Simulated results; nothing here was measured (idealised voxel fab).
process module | voxel wiring stack
cross-section cut | 250 nm wide | cells 5 nm
A cross-section is a grid of square cells, given in bands from the top down. A band is one or more rows of cells.
Each band's line starts with the height of the band's top and of its bottom, in nm. Then come its materials from left to right, each with its width in nm. One material with "throughout" fills the band from edge to edge. "air" is empty space.
Height 0 is the level under which the wafer as received is all one material. The lowest band goes on downwards, as in "0 down".
A width such as "30 to 40" changes by the same amount from each row of cells to the next, from the band's top row to its bottom row.
"no change" after a step means that no cell of the cross-section changed.
closed voids: empty space of 8 cells or more with no open way to the top, each as width x height at its distance from the left edge, in nm
after a step's settings: what the simulator itself notes on the step
overlay nm, on a step with a mask: how far to the right of its planned place the mask lay; to the left if negative
Each pair below shows a cross-section before one step and the cross-section after it, down to the lowest band that changed. The line under each pair gives the step between them, with its settings. The pairs can come from different runs of this module on the same starting wafer, so a pair continues from the pair above only where its "before" says so.
before
  110 to 105: TiN 40 | air 15 | TiN 35 | air 15 | TiN 35 | air 15 | TiN 35 | air 15 | TiN 45
  105 to 90: lowk 35 | TiN 5 | air 15 | TiN 5 | lowk 25 | TiN 5 | air 15 | TiN 5 | lowk 25 | TiN 5 | air 15 | TiN 5 | lowk 25 | TiN 5 | air 15 | TiN 5 | lowk 40
  90 to 85: lowk 35 | TiN 5 | air 5 | TiN 15 | lowk 25 | TiN 25 | lowk 25 | TiN 5 | air 5 | TiN 15 | lowk 25 | TiN 25 | lowk 40
  85 to 70: lowk 35 | TiN 5 | air 5 | TiN 5 | lowk 85 | TiN 5 | air 5 | TiN 5 | lowk 100
  70 to 65: SiCN 35 | TiN 15 | SiCN 85 | TiN 15 | SiCN 100
  65 to 55: lowk 35 | TiN 5 | Ru 15 | TiN 5 | lowk 25 | TiN 5 | Ru 15 | TiN 5 | lowk 25 | TiN 5 | Ru 15 | TiN 5 | lowk 25 | TiN 5 | Ru 15 | TiN 5 | lowk 40
  55 to 50: lowk 35 | TiN 5 | Ru 5 | TiN 15 | lowk 25 | TiN 25 | lowk 25 | TiN 5 | Ru 5 | TiN 15 | lowk 25 | TiN 25 | lowk 40
  50 to 40: lowk 35 | TiN 5 | Ru 5 | TiN 5 | lowk 85 | TiN 5 | Ru 5 | TiN 5 | lowk 100
  40 to 35: SiCN 35 | TiN 15 | SiCN 85 | TiN 15 | SiCN 100
  35 to 15: lowk 35 | TiN 5 | SiN 15 | TiN 5 | lowk 25 | TiN 5 | SiN 15 | TiN 5 | lowk 25 | TiN 5 | SiN 15 | TiN 5 | lowk 25 | TiN 5 | SiN 15 | TiN 5 | lowk 40
  15 to 10: SiN 35 | TiN 25 | SiN 25 | TiN 25 | SiN 25 | TiN 25 | SiN 25 | TiN 25 | SiN 40
  10 to 0: SiO2 throughout
  0 down: Si throughout
  closed voids: none
after
  120 to 110: Cu throughout
  110 to 105: TiN 40 | Cu 15 | TiN 35 | Cu 15 | TiN 35 | Cu 15 | TiN 35 | Cu 15 | TiN 45
  105 to 90: lowk 35 | TiN 5 | Cu 15 | TiN 5 | lowk 25 | TiN 5 | Cu 15 | TiN 5 | lowk 25 | TiN 5 | Cu 15 | TiN 5 | lowk 25 | TiN 5 | Cu 15 | TiN 5 | lowk 40
  90 to 85: lowk 35 | TiN 5 | Cu 5 | TiN 15 | lowk 25 | TiN 25 | lowk 25 | TiN 5 | Cu 5 | TiN 15 | lowk 25 | TiN 25 | lowk 40
  85 to 70: lowk 35 | TiN 5 | Cu 5 | TiN 5 | lowk 85 | TiN 5 | Cu 5 | TiN 5 | lowk 100
  below 70: unchanged
  closed voids: none
the step between: op FILL_DEP | material Cu | thk nm 10
before: the cross-section after the pair above
after
  105 to 90: lowk 35 | TiN 5 | Cu 15 | TiN 5 | lowk 25 | TiN 5 | Cu 15 | TiN 5 | lowk 25 | TiN 5 | Cu 15 | TiN 5 | lowk 25 | TiN 5 | Cu 15 | TiN 5 | lowk 40
  below 90: unchanged
  closed voids: none
the step between: op CMP | height nm 105
before: the cross-section after the pair above
after
  110 to 105: SiCN throughout
  below 105: unchanged
  closed voids: none
the step between: op CONFORMAL_DEP | material SiCN | thk nm 5
before: the cross-section after the pair above
after
  145 to 110: SiO2 throughout
  below 110: unchanged
  closed voids: none
the step between: op DIRECTIONAL_DEP | material SiO2 | thk nm 35
before: the cross-section after the pair above
after
  165 to 145: resist 35 | air 25 | resist 25 | air 25 | resist 25 | air 25 | resist 25 | air 25 | resist 40
  below 145: unchanged
  closed voids: none
the step between: op PATTERN | tone open | mask id METAL_4 | material resist | width nm 25 | pitch nm 50 | thk nm 20 | overlay nm 0
before: the cross-section after the pair above
after
  165 to 145: resist 35 | air 25 | resist 25 | air 25 | resist 25 | air 25 | resist 25 | air 25 | resist 40
  145 to 125: SiO2 35 | air 25 | SiO2 25 | air 25 | SiO2 25 | air 25 | SiO2 25 | air 25 | SiO2 40
  below 125: unchanged
  closed voids: none
the step between: op DIRECTIONAL_ETCH | etch materials SiO2 | depth nm 20
before: the cross-section after the pair above
after
  145 to 125: SiO2 35 | air 25 | SiO2 25 | air 25 | SiO2 25 | air 25 | SiO2 25 | air 25 | SiO2 40
  below 125: unchanged
  closed voids: none
the step between: op STRIP | etch materials resist
before: the cross-section after the pair above
after
  145 to 125: SiO2 35 | air 25 | SiO2 25 | air 25 | SiO2 25 | air 25 | SiO2 25 | air 25 | SiO2 40
  125 to 110: SiO2 35 | air 15 | SiO2 35 | air 15 | SiO2 35 | air 15 | SiO2 35 | air 15 | SiO2 50
  below 110: unchanged
  closed voids: none
the step between: op MASKED_ETCH | tone open | mask id METAL_4_HOLES | width nm 15 | pitch nm 50 | etch materials SiO2 | depth nm 15 | overlay nm 0
before: the cross-section after the pair above
after
  145 to 125: SiO2 35 | air 25 | SiO2 25 | air 25 | SiO2 25 | air 25 | SiO2 25 | air 25 | SiO2 40
  125 to 110: SiO2 35 | air 15 | SiO2 35 | air 15 | SiO2 35 | air 15 | SiO2 35 | air 15 | SiO2 50
  110 to 105: SiCN 35 | air 15 | SiCN 35 | air 15 | SiCN 35 | air 15 | SiCN 35 | air 15 | SiCN 50
  below 105: unchanged
  closed voids: none
the step between: op MASKED_ETCH | tone open | mask id METAL_4_HOLES | width nm 15 | pitch nm 50 | etch materials SiCN | depth nm 5 | overlay nm 0
before: the cross-section after the pair above
after
  150 to 145: TiN 40 | air 15 | TiN 35 | air 15 | TiN 35 | air 15 | TiN 35 | air 15 | TiN 45
  145 to 130: SiO2 35 | TiN 5 | air 15 | TiN 5 | SiO2 25 | TiN 5 | air 15 | TiN 5 | SiO2 25 | TiN 5 | air 15 | TiN 5 | SiO2 25 | TiN 5 | air 15 | TiN 5 | SiO2 40
  130 to 125: SiO2 35 | TiN 5 | air 5 | TiN 15 | SiO2 25 | TiN 5 | air 5 | TiN 15 | SiO2 25 | TiN 5 | air 5 | TiN 15 | SiO2 25 | TiN 5 | air 5 | TiN 15 | SiO2 40
  125 to 110: SiO2 35 | TiN 5 | air 5 | TiN 5 | SiO2 35 | TiN 5 | air 5 | TiN 5 | SiO2 35 | TiN 5 | air 5 | TiN 5 | SiO2 35 | TiN 5 | air 5 | TiN 5 | SiO2 50
  110 to 105: SiCN 35 | TiN 15 | SiCN 35 | TiN 15 | SiCN 35 | TiN 15 | SiCN 35 | TiN 15 | SiCN 50
  below 105: unchanged
  closed voids: none
the step between: op CONFORMAL_DEP | material TiN | thk nm 5
before: the cross-section after the pair above
after
  160 to 150: Cu throughout
  150 to 145: TiN 40 | Cu 15 | TiN 35 | Cu 15 | TiN 35 | Cu 15 | TiN 35 | Cu 15 | TiN 45
  145 to 130: SiO2 35 | TiN 5 | Cu 15 | TiN 5 | SiO2 25 | TiN 5 | Cu 15 | TiN 5 | SiO2 25 | TiN 5 | Cu 15 | TiN 5 | SiO2 25 | TiN 5 | Cu 15 | TiN 5 | SiO2 40
  130 to 125: SiO2 35 | TiN 5 | Cu 5 | TiN 15 | SiO2 25 | TiN 5 | Cu 5 | TiN 15 | SiO2 25 | TiN 5 | Cu 5 | TiN 15 | SiO2 25 | TiN 5 | Cu 5 | TiN 15 | SiO2 40
  125 to 110: SiO2 35 | TiN 5 | Cu 5 | TiN 5 | SiO2 35 | TiN 5 | Cu 5 | TiN 5 | SiO2 35 | TiN 5 | Cu 5 | TiN 5 | SiO2 35 | TiN 5 | Cu 5 | TiN 5 | SiO2 50
  below 110: unchanged
  closed voids: none
the step between: op FILL_DEP | material Cu | thk nm 10
before: the cross-section after the pair above
after
  145 to 130: SiO2 35 | TiN 5 | Cu 15 | TiN 5 | SiO2 25 | TiN 5 | Cu 15 | TiN 5 | SiO2 25 | TiN 5 | Cu 15 | TiN 5 | SiO2 25 | TiN 5 | Cu 15 | TiN 5 | SiO2 40
  below 130: unchanged
  closed voids: none
the step between: op CMP | height nm 145
before: the cross-section after the pair above
after
  150 to 145: SiCN throughout
  below 145: unchanged
  closed voids: none
the step between: op CONFORMAL_DEP | material SiCN | thk nm 5
before
  50 to 35: aC throughout
  35 to 15: lowk throughout
  15 to 10: SiN throughout
  10 to 0: SiO2 throughout
  0 down: Si throughout
  closed voids: none
after
  80 to 50: air 35 | resist 25 | air 25 | resist 25 | air 25 | resist 25 | air 25 | resist 25 | air 40
  below 50: unchanged
  closed voids: none
the step between: op PATTERN | tone cover | mask id METAL_1 | material resist | width nm 25 | pitch nm 50 | thk nm 30 | overlay nm 0
before: the cross-section after the pair above
after
  65 to 50: air 35 | resist 25 | air 25 | resist 25 | air 25 | resist 25 | air 25 | resist 25 | air 40
  50 to 35: air 35 | aC 25 | air 25 | aC 25 | air 25 | aC 25 | air 25 | aC 25 | air 40
  below 35: unchanged
  closed voids: none
the step between: op DIRECTIONAL_ETCH | etch materials aC | depth nm 15
before: the cross-section after the pair above
after
  50 to 35: air 35 | aC 25 | air 25 | aC 25 | air 25 | aC 25 | air 25 | aC 25 | air 40
  below 35: unchanged
  closed voids: none
the step between: op STRIP | etch materials resist
before: the cross-section after the pair above
after
  50 to 35: air 35 | aC 25 | air 25 | aC 25 | air 25 | aC 25 | air 25 | aC 25 | air 40
  35 to 15: air 35 | lowk 25 | air 25 | lowk 25 | air 25 | lowk 25 | air 25 | lowk 25 | air 40
  below 15: unchanged
  closed voids: none
the step between: op DIRECTIONAL_ETCH | etch materials lowk | depth nm 20
before: the cross-section after the pair above
after
  50 to 35: air 35 | aC 25 | air 25 | aC 25 | air 25 | aC 25 | air 25 | aC 25 | air 40
  35 to 15: air 35 | lowk 25 | air 25 | lowk 25 | air 25 | lowk 25 | air 25 | lowk 25 | air 40
  15 to 10: air 35 | SiN 25 | air 25 | SiN 25 | air 25 | SiN 25 | air 25 | SiN 25 | air 40
  below 10: unchanged
  closed voids: none
the step between: op DIRECTIONAL_ETCH | etch materials SiN | depth nm 5
before: the cross-section after the pair above
after
  35 to 15: air 35 | lowk 25 | air 25 | lowk 25 | air 25 | lowk 25 | air 25 | lowk 25 | air 40
  below 15: unchanged
  closed voids: none
the step between: op STRIP | etch materials aC
before: the cross-section after the pair above
after
  40 to 35: air 30 | TiN 35 | air 15 | TiN 35 | air 15 | TiN 35 | air 15 | TiN 35 | air 35
  35 to 15: air 30 | TiN 5 | lowk 25 | TiN 5 | air 15 | TiN 5 | lowk 25 | TiN 5 | air 15 | TiN 5 | lowk 25 | TiN 5 | air 15 | TiN 5 | lowk 25 | TiN 5 | air 35
  15 to 10: TiN 35 | SiN 25 | TiN 25 | SiN 25 | TiN 25 | SiN 25 | TiN 25 | SiN 25 | TiN 40
  below 10: unchanged
  closed voids: none
the step between: op CONFORMAL_DEP | material TiN | thk nm 5
before: the cross-section after the pair above
after
  45 to 40: Cu throughout
  40 to 35: Cu 30 | TiN 35 | Cu 15 | TiN 35 | Cu 15 | TiN 35 | Cu 15 | TiN 35 | Cu 35
  35 to 15: Cu 30 | TiN 5 | lowk 25 | TiN 5 | Cu 15 | TiN 5 | lowk 25 | TiN 5 | Cu 15 | TiN 5 | lowk 25 | TiN 5 | Cu 15 | TiN 5 | lowk 25 | TiN 5 | Cu 35
  below 15: unchanged
  closed voids: none
the step between: op FILL_DEP | material Cu | thk nm 5
before: the cross-section after the pair above
after
  35 to 15: Cu 30 | TiN 5 | lowk 25 | TiN 5 | Cu 15 | TiN 5 | lowk 25 | TiN 5 | Cu 15 | TiN 5 | lowk 25 | TiN 5 | Cu 15 | TiN 5 | lowk 25 | TiN 5 | Cu 35
  below 15: unchanged
  closed voids: none
the step between: op CMP | height nm 35
before: the cross-section after the pair above
after
  40 to 35: SiCN throughout
  below 35: unchanged
  closed voids: none
the step between: op CONFORMAL_DEP | material SiCN | thk nm 5
before: the cross-section after the pair above
after
  65 to 40: lowk throughout
  below 40: unchanged
  closed voids: none
the step between: op DIRECTIONAL_DEP | material lowk | thk nm 25
before: the cross-section after the pair above
after
  80 to 65: aC throughout
  below 65: unchanged
  closed voids: none
the step between: op DIRECTIONAL_DEP | material aC | thk nm 15
before: the cross-section after the pair above
after
  115 to 80: resist 35 | air 15 | resist 85 | air 15 | resist 100
  below 80: unchanged
  closed voids: none
the step between: op PATTERN | tone open | mask id METAL_2_HOLES | material resist | width nm 15 | pitch nm 100 | thk nm 35 | overlay nm 0
before: the cross-section after the pair above
after
  100 to 80: resist 35 | air 15 | resist 85 | air 15 | resist 100
  80 to 65: aC 35 | air 15 | aC 85 | air 15 | aC 100
  below 65: unchanged
  closed voids: none
the step between: op DIRECTIONAL_ETCH | etch materials aC | depth nm 15
before: the cross-section after the pair above
after
  80 to 65: aC 35 | air 15 | aC 85 | air 15 | aC 100
  below 65: unchanged
  closed voids: none
the step between: op STRIP | etch materials resist
before: the cross-section after the pair above
after
  80 to 65: aC 35 | air 15 | aC 85 | air 15 | aC 100
  65 to 40: lowk 35 | air 15 | lowk 85 | air 15 | lowk 100
  below 40: unchanged
  closed voids: none
the step between: op DIRECTIONAL_ETCH | etch materials lowk | depth nm 25
before: the cross-section after the pair above
after
  65 to 40: lowk 35 | air 15 | lowk 85 | air 15 | lowk 100
  below 40: unchanged
  closed voids: none
the step between: op STRIP | etch materials aC
before: the cross-section after the pair above
after
  80 to 65: resist 35 | air 25 | resist 25 | air 25 | resist 25 | air 25 | resist 25 | air 25 | resist 40
  below 65: unchanged
  closed voids: none
the step between: op PATTERN | tone open | mask id METAL_2 | material resist | width nm 25 | pitch nm 50 | thk nm 15 | overlay nm 0
before: the cross-section after the pair above
after
  80 to 65: resist 35 | air 25 | resist 25 | air 25 | resist 25 | air 25 | resist 25 | air 25 | resist 40
  65 to 50: lowk 35 | air 25 | lowk 25 | air 25 | lowk 25 | air 25 | lowk 25 | air 25 | lowk 40
  below 50: unchanged
  closed voids: none
the step between: op DIRECTIONAL_ETCH | etch materials lowk | depth nm 15
before: the cross-section after the pair above
after
  80 to 65: resist 35 | air 25 | resist 25 | air 25 | resist 25 | air 25 | resist 25 | air 25 | resist 40
  65 to 50: lowk 35 | air 25 | lowk 25 | air 25 | lowk 25 | air 25 | lowk 25 | air 25 | lowk 40
  50 to 40: lowk 35 | air 15 | lowk 85 | air 15 | lowk 100
  40 to 35: SiCN 35 | air 15 | SiCN 85 | air 15 | SiCN 100
  below 35: unchanged
  closed voids: none
the step between: op DIRECTIONAL_ETCH | etch materials SiCN | depth nm 5
before: the cross-section after the pair above
after
  65 to 50: lowk 35 | air 25 | lowk 25 | air 25 | lowk 25 | air 25 | lowk 25 | air 25 | lowk 40
  below 50: unchanged
  closed voids: none
the step between: op STRIP | etch materials resist
before: the cross-section after the pair above
after
  70 to 65: TiN 40 | air 15 | TiN 35 | air 15 | TiN 35 | air 15 | TiN 35 | air 15 | TiN 45
  65 to 55: lowk 35 | TiN 5 | air 15 | TiN 5 | lowk 25 | TiN 5 | air 15 | TiN 5 | lowk 25 | TiN 5 | air 15 | TiN 5 | lowk 25 | TiN 5 | air 15 | TiN 5 | lowk 40
  55 to 50: lowk 35 | TiN 5 | air 5 | TiN 15 | lowk 25 | TiN 25 | lowk 25 | TiN 5 | air 5 | TiN 15 | lowk 25 | TiN 25 | lowk 40
  50 to 40: lowk 35 | TiN 5 | air 5 | TiN 5 | lowk 85 | TiN 5 | air 5 | TiN 5 | lowk 100
  40 to 35: SiCN 35 | TiN 15 | SiCN 85 | TiN 15 | SiCN 100
  below 35: unchanged
  closed voids: none
the step between: op CONFORMAL_DEP | material TiN | thk nm 5
before: the cross-section after the pair above
after
  75 to 70: Ru throughout
  70 to 65: TiN 40 | Ru 15 | TiN 35 | Ru 15 | TiN 35 | Ru 15 | TiN 35 | Ru 15 | TiN 45
  65 to 55: lowk 35 | TiN 5 | Ru 15 | TiN 5 | lowk 25 | TiN 5 | Ru 15 | TiN 5 | lowk 25 | TiN 5 | Ru 15 | TiN 5 | lowk 25 | TiN 5 | Ru 15 | TiN 5 | lowk 40
  55 to 50: lowk 35 | TiN 5 | Ru 5 | TiN 15 | lowk 25 | TiN 25 | lowk 25 | TiN 5 | Ru 5 | TiN 15 | lowk 25 | TiN 25 | lowk 40
  50 to 40: lowk 35 | TiN 5 | Ru 5 | TiN 5 | lowk 85 | TiN 5 | Ru 5 | TiN 5 | lowk 100
  below 40: unchanged
  closed voids: none
the step between: op FILL_DEP | material Ru | thk nm 5
before: the cross-section after the pair above
after
  65 to 55: lowk 35 | TiN 5 | Ru 15 | TiN 5 | lowk 25 | TiN 5 | Ru 15 | TiN 5 | lowk 25 | TiN 5 | Ru 15 | TiN 5 | lowk 25 | TiN 5 | Ru 15 | TiN 5 | lowk 40
  below 55: unchanged
  closed voids: none
the step between: op CMP | height nm 65
before: the cross-section after the pair above
after
  70 to 65: SiCN throughout
  below 65: unchanged
  closed voids: none
the step between: op CONFORMAL_DEP | material SiCN | thk nm 5
before: the cross-section after the pair above
after
  105 to 70: lowk throughout
  below 70: unchanged
  closed voids: none
the step between: op DIRECTIONAL_DEP | material lowk | thk nm 35
before: the cross-section after the pair above
after
  120 to 105: aC throughout
  below 105: unchanged
  closed voids: none
the step between: op DIRECTIONAL_DEP | material aC | thk nm 15
before: the cross-section after the pair above
after
  150 to 120: resist 35 | air 25 | resist 25 | air 25 | resist 25 | air 25 | resist 25 | air 25 | resist 40
  below 120: unchanged
  closed voids: none
the step between: op PATTERN | tone open | mask id METAL_3 | material resist | width nm 25 | pitch nm 50 | thk nm 30 | overlay nm 0
before: the cross-section after the pair above
after
  135 to 120: resist 35 | air 25 | resist 25 | air 25 | resist 25 | air 25 | resist 25 | air 25 | resist 40
  120 to 105: aC 35 | air 25 | aC 25 | air 25 | aC 25 | air 25 | aC 25 | air 25 | aC 40
  below 105: unchanged
  closed voids: none
the step between: op DIRECTIONAL_ETCH | etch materials aC | depth nm 15
before: the cross-section after the pair above
after
  120 to 105: aC 35 | air 25 | aC 25 | air 25 | aC 25 | air 25 | aC 25 | air 25 | aC 40
  below 105: unchanged
  closed voids: none
the step between: op STRIP | etch materials resist
before: the cross-section after the pair above
after
  120 to 105: aC 35 | air 25 | aC 25 | air 25 | aC 25 | air 25 | aC 25 | air 25 | aC 40
  105 to 85: lowk 35 | air 25 | lowk 25 | air 25 | lowk 25 | air 25 | lowk 25 | air 25 | lowk 40
  below 85: unchanged
  closed voids: none
the step between: op DIRECTIONAL_ETCH | etch materials lowk | depth nm 20
before: the cross-section after the pair above
after
  105 to 85: lowk 35 | air 25 | lowk 25 | air 25 | lowk 25 | air 25 | lowk 25 | air 25 | lowk 40
  below 85: unchanged
  closed voids: none
the step between: op STRIP | etch materials aC
before: the cross-section after the pair above
after
  105 to 85: lowk 35 | air 25 | lowk 25 | air 25 | lowk 25 | air 25 | lowk 25 | air 25 | lowk 40
  85 to 70: lowk 35 | air 15 | lowk 85 | air 15 | lowk 100
  below 70: unchanged
  closed voids: none
the step between: op MASKED_ETCH | tone open | mask id METAL_3_HOLES | width nm 15 | pitch nm 100 | etch materials lowk | depth nm 15 | overlay nm 0
before: the cross-section after the pair above
after
  105 to 85: lowk 35 | air 25 | lowk 25 | air 25 | lowk 25 | air 25 | lowk 25 | air 25 | lowk 40
  85 to 70: lowk 35 | air 15 | lowk 85 | air 15 | lowk 100
  70 to 65: SiCN 35 | air 15 | SiCN 85 | air 15 | SiCN 100
  below 65: unchanged
  closed voids: none
the step between: op MASKED_ETCH | tone open | mask id METAL_3_HOLES | width nm 15 | pitch nm 100 | etch materials SiCN | depth nm 5 | overlay nm 0
before: the cross-section after the pair above
after
  110 to 105: TiN 40 | air 15 | TiN 35 | air 15 | TiN 35 | air 15 | TiN 35 | air 15 | TiN 45
  105 to 90: lowk 35 | TiN 5 | air 15 | TiN 5 | lowk 25 | TiN 5 | air 15 | TiN 5 | lowk 25 | TiN 5 | air 15 | TiN 5 | lowk 25 | TiN 5 | air 15 | TiN 5 | lowk 40
  90 to 85: lowk 35 | TiN 5 | air 5 | TiN 15 | lowk 25 | TiN 25 | lowk 25 | TiN 5 | air 5 | TiN 15 | lowk 25 | TiN 25 | lowk 40
  85 to 70: lowk 35 | TiN 5 | air 5 | TiN 5 | lowk 85 | TiN 5 | air 5 | TiN 5 | lowk 100
  70 to 65: SiCN 35 | TiN 15 | SiCN 85 | TiN 15 | SiCN 100
  below 65: unchanged
  closed voids: none
the step between: op CONFORMAL_DEP | material TiN | thk nm 5
before: the cross-section after the pair above
after
  120 to 110: Cu throughout
  110 to 105: TiN 40 | Cu 15 | TiN 35 | Cu 15 | TiN 35 | Cu 15 | TiN 35 | Cu 15 | TiN 45
  105 to 90: lowk 35 | TiN 5 | Cu 15 | TiN 5 | lowk 25 | TiN 5 | Cu 15 | TiN 5 | lowk 25 | TiN 5 | Cu 15 | TiN 5 | lowk 25 | TiN 5 | Cu 15 | TiN 5 | lowk 40
  90 to 85: lowk 35 | TiN 5 | Cu 5 | TiN 15 | lowk 25 | TiN 25 | lowk 25 | TiN 5 | Cu 5 | TiN 15 | lowk 25 | TiN 25 | lowk 40
  85 to 70: lowk 35 | TiN 5 | Cu 5 | TiN 5 | lowk 85 | TiN 5 | Cu 5 | TiN 5 | lowk 100
  below 70: unchanged
  closed voids: none
the step between: op FILL_DEP | material Cu | thk nm 10
before: the cross-section after the pair above
after
  105 to 90: lowk 35 | TiN 5 | Cu 15 | TiN 5 | lowk 25 | TiN 5 | Cu 15 | TiN 5 | lowk 25 | TiN 5 | Cu 15 | TiN 5 | lowk 25 | TiN 5 | Cu 15 | TiN 5 | lowk 40
  below 90: unchanged
  closed voids: none
the step between: op CMP | height nm 105
before: the cross-section after the pair above
after
  110 to 105: SiCN throughout
  below 105: unchanged
  closed voids: none
the step between: op CONFORMAL_DEP | material SiCN | thk nm 5
before: the cross-section after the pair above
after
  145 to 110: SiO2 throughout
  below 110: unchanged
  closed voids: none
the step between: op DIRECTIONAL_DEP | material SiO2 | thk nm 35
before: the cross-section after the pair above
after
  165 to 145: resist 35 | air 25 | resist 25 | air 25 | resist 25 | air 25 | resist 25 | air 25 | resist 40
  below 145: unchanged
  closed voids: none
the step between: op PATTERN | tone open | mask id METAL_4 | material resist | width nm 25 | pitch nm 50 | thk nm 20 | overlay nm 0
before: the cross-section after the pair above
after
  165 to 145: resist 35 | air 25 | resist 25 | air 25 | resist 25 | air 25 | resist 25 | air 25 | resist 40
  145 to 125: SiO2 35 | air 25 | SiO2 25 | air 25 | SiO2 25 | air 25 | SiO2 25 | air 25 | SiO2 40
  below 125: unchanged
  closed voids: none
the step between: op DIRECTIONAL_ETCH | etch materials SiO2 | depth nm 20
before: the cross-section after the pair above
after
  145 to 125: SiO2 35 | air 25 | SiO2 25 | air 25 | SiO2 25 | air 25 | SiO2 25 | air 25 | SiO2 40
  below 125: unchanged
  closed voids: none
the step between: op STRIP | etch materials resist
before: the cross-section after the pair above
after
  145 to 125: SiO2 35 | air 25 | SiO2 25 | air 25 | SiO2 25 | air 25 | SiO2 25 | air 25 | SiO2 40
  125 to 110: SiO2 35 | air 15 | SiO2 35 | air 15 | SiO2 35 | air 15 | SiO2 35 | air 15 | SiO2 50
  below 110: unchanged
  closed voids: none
the step between: op MASKED_ETCH | tone open | mask id METAL_4_HOLES | width nm 15 | pitch nm 50 | etch materials SiO2 | depth nm 15 | overlay nm 0
before: the cross-section after the pair above
after
  145 to 125: SiO2 35 | air 25 | SiO2 25 | air 25 | SiO2 25 | air 25 | SiO2 25 | air 25 | SiO2 40
  125 to 110: SiO2 35 | air 15 | SiO2 35 | air 15 | SiO2 35 | air 15 | SiO2 35 | air 15 | SiO2 50
  110 to 105: SiCN 35 | air 15 | SiCN 35 | air 15 | SiCN 35 | air 15 | SiCN 35 | air 15 | SiCN 50
  below 105: unchanged
  closed voids: none
the step between: op MASKED_ETCH | tone open | mask id METAL_4_HOLES | width nm 15 | pitch nm 50 | etch materials SiCN | depth nm 5 | overlay nm 0
before: the cross-section after the pair above
after
  150 to 145: TiN 40 | air 15 | TiN 35 | air 15 | TiN 35 | air 15 | TiN 35 | air 15 | TiN 45
  145 to 130: SiO2 35 | TiN 5 | air 15 | TiN 5 | SiO2 25 | TiN 5 | air 15 | TiN 5 | SiO2 25 | TiN 5 | air 15 | TiN 5 | SiO2 25 | TiN 5 | air 15 | TiN 5 | SiO2 40
  130 to 125: SiO2 35 | TiN 5 | air 5 | TiN 15 | SiO2 25 | TiN 5 | air 5 | TiN 15 | SiO2 25 | TiN 5 | air 5 | TiN 15 | SiO2 25 | TiN 5 | air 5 | TiN 15 | SiO2 40
  125 to 110: SiO2 35 | TiN 5 | air 5 | TiN 5 | SiO2 35 | TiN 5 | air 5 | TiN 5 | SiO2 35 | TiN 5 | air 5 | TiN 5 | SiO2 35 | TiN 5 | air 5 | TiN 5 | SiO2 50
  110 to 105: SiCN 35 | TiN 15 | SiCN 35 | TiN 15 | SiCN 35 | TiN 15 | SiCN 35 | TiN 15 | SiCN 50
  below 105: unchanged
  closed voids: none
the step between: op CONFORMAL_DEP | material TiN | thk nm 5
before: the cross-section after the pair above
after
  160 to 150: Cu throughout
  150 to 145: TiN 40 | Cu 15 | TiN 35 | Cu 15 | TiN 35 | Cu 15 | TiN 35 | Cu 15 | TiN 45
  145 to 130: SiO2 35 | TiN 5 | Cu 15 | TiN 5 | SiO2 25 | TiN 5 | Cu 15 | TiN 5 | SiO2 25 | TiN 5 | Cu 15 | TiN 5 | SiO2 25 | TiN 5 | Cu 15 | TiN 5 | SiO2 40
  130 to 125: SiO2 35 | TiN 5 | Cu 5 | TiN 15 | SiO2 25 | TiN 5 | Cu 5 | TiN 15 | SiO2 25 | TiN 5 | Cu 5 | TiN 15 | SiO2 25 | TiN 5 | Cu 5 | TiN 15 | SiO2 40
  125 to 110: SiO2 35 | TiN 5 | Cu 5 | TiN 5 | SiO2 35 | TiN 5 | Cu 5 | TiN 5 | SiO2 35 | TiN 5 | Cu 5 | TiN 5 | SiO2 35 | TiN 5 | Cu 5 | TiN 5 | SiO2 50
  below 110: unchanged
  closed voids: none
the step between: op FILL_DEP | material Cu | thk nm 10
before: the cross-section after the pair above
after
  145 to 130: SiO2 35 | TiN 5 | Cu 15 | TiN 5 | SiO2 25 | TiN 5 | Cu 15 | TiN 5 | SiO2 25 | TiN 5 | Cu 15 | TiN 5 | SiO2 25 | TiN 5 | Cu 15 | TiN 5 | SiO2 40
  below 130: unchanged
  closed voids: none
the step between: op CMP | height nm 145
before: the cross-section after the pair above
after
  150 to 145: SiCN throughout
  below 145: unchanged
  closed voids: none
the step between: op CONFORMAL_DEP | material SiCN | thk nm 5
